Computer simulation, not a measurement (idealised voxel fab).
Process module under the name voxel self aligned contacts
Cross-section cut spans 225 nm and uses square cells 5 nm in size.
In what follows, cross-sections appear as grids of square cells, described through bands that run from the top down, where every band is one or more rows of cells. In this notation a band is specified by the heights of its top and bottom, in that order and in nm, after which its materials appear from left to right, each paired with its width in nm. The word "everywhere" attached to a single material means that material fills the band from edge to edge; the word "empty" stands for empty space. Beneath 0, the wafer as received is one material, and that level is where height counting begins. The lowest band goes on downward without a bottom; it is written like "z 0 and below". Width: "30..40" (first number = top row, second number = bottom row, same change from row to row of cells). Where a step carries "nothing changed", the cross-section came out of it unchanged, cell for cell. Entry "Closed-off voids" = empty spaces >= 8 cells with no open way to the top; each as width x height at distance, distance from left edge, all nm. The remark found on a step's line after its settings is issued by the simulator itself and pertains to that step. overlay nm: step with mask; distance mask lay right of planned place; negative value = left of planned place.

Process steps - plan
1. RECEIVE with material Si
2. OXIDIZE with depth nm 5
3. DIRECTIONAL_DEP with material polySi, thk nm 30
4. DIRECTIONAL_DEP with material SiN, thk nm 20
5. PATTERN with tone cover, mask id GATE, material resist, width nm 35, pitch nm 70, thk nm 20, overlay nm 0
6. DIRECTIONAL_ETCH with etch materials SiN, depth nm 20
7. DIRECTIONAL_ETCH with etch materials polySi, depth nm 30
8. STRIP with etch materials resist
9. CONFORMAL_DEP with material SiN, thk nm 5
10. DIRECTIONAL_ETCH with etch materials SiN, depth nm 5
11. FILL_DEP with material SiO2, thk nm 20
12. CMP with height nm 60
13. DIRECTIONAL_DEP with material aC, thk nm 10
14. PATTERN with tone open, mask id CONTACT, material resist, width nm 55, pitch nm 70, thk nm 25, overlay nm 0
15. DIRECTIONAL_ETCH with etch materials aC, depth nm 10
16. STRIP with etch materials resist
17. DIRECTIONAL_ETCH with etch materials SiO2, depth nm 65
18. STRIP with etch materials aC
19. CONFORMAL_DEP with material TiN, thk nm 5
20. FILL_DEP with material W, thk nm 5
21. CMP with height nm 60
22. CONFORMAL_DEP with material SiN, thk nm 5

Cross-section: wafer on arrival = after step 1
- z 0 and below | Si everywhere
- Closed-off voids: none

The following cross-section depicts the wafer upon conclusion of the module. Processing commenced from the starting condition illustrated above and adhered to the plan illustrated above, save for one mistake in execution
- z 65 to 60 | SiN everywhere
- z 60 to 30 | 10 of SiO2 / 65 of SiN / 5 of TiN / 65 of SiN / 5 of TiN / 65 of SiN / 10 of SiO2
- z 30 to 10 | 10 of SiO2 / 15 of SiN / 35 of polySi / 15 of SiN / 5 of TiN / 15 of SiN / 35 of polySi / 15 of SiN / 5 of TiN / 15 of SiN / 35 of polySi / 15 of SiN / 10 of SiO2
- z 10 to 0 | 25 of SiN / 35 of polySi / 35 of SiN / 35 of polySi / 35 of SiN / 35 of polySi / 25 of SiN
- z 0 to -5 | SiO2 everywhere
- z -5 and below | Si everywhere
- Closed-off voids: none
What was done differently from what was planned? note that step 9 departed from the planned setting and was carried out as CONFORMAL_DEP with material SiN, thk nm 15
